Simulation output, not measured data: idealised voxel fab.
Proc. module: voxel released beams
In the cross-section labelled cut, the width is 245 nm and each square cell is 5 nm.
Cross-section, as written here: a square-cell grid given band by band from the top down, where a band holds one or more rows of cells. Quick guide to a band line: top height, bottom height (nm) up front; then every material left to right with its width in nm. Only one material and it's marked "everywhere"? Then it fills the band edge to edge. And "air" just means empty space. The reference from which all heights are counted is 0, the level beneath which the as-received wafer is entirely one material; the lowest band, having no lower bound, proceeds downward and is written after the example "top 0, no bottom". The expression "30..40" gives the width at the extremes of the band, the first number at its top row of cells and the second at its bottom row, with the width changing by equal amounts from each row to the next in between. "changes: none" means the step left every cell of the cross-section as it was. This entry, "Sealed void list", enumerates those empty regions of no fewer than 8 cells that possess no open connection to the top. Each region is reported in the form width x height at distance, the distance being taken from the left edge, with all three quantities expressed in nm. That trailing text on a step's line, after the settings, is the simulator's own remark on the step. The setting "overlay nm" may be written on the line of a step. When the step uses a mask, the value reports how far to the right of the planned place the mask lay, and a negative value reports that it lay to the left.

-- Steps in the process plan
1,RECEIVE (material Si)
2,CONFORMAL_DEP (material SiN; thk nm 10)
3,DIRECTIONAL_DEP (material SiO2; thk nm 15)
4,PATTERN (tone open; mask id ANCHOR; material resist; width nm 45; thk nm 15; overlay nm 0)
5,DIRECTIONAL_ETCH (etch materials SiO2; depth nm 15)
6,STRIP (etch materials resist)
7,CONFORMAL_DEP (material TiN; thk nm 15)
8,PATTERN (tone cover; mask id BEAM; material resist; width nm 95; thk nm 15; overlay nm 0)
9,DIRECTIONAL_ETCH (etch materials TiN; depth nm 15)
10,STRIP (etch materials resist)
11,STRIP (etch materials SiO2)

-- Cross-section, incoming material, after step 1
	top 0, no bottom: Si everywhere
	Sealed void list: none

-- This is how the wafer looks in cross-section once the module is done, given the starting state and plan above and one mistake in carrying the plan out
	top 55, bottom 40: air 70, then TiN 95, then air 80
	top 40, bottom 25: TiN everywhere
	top 25, bottom 10: SiO2 75, then TiN 45, then SiO2 125
	top 10, bottom 0: SiN everywhere
	top 0, no bottom: Si everywhere
	Sealed void list: none
Short version of what went wrong: plan step 7 was twice executed
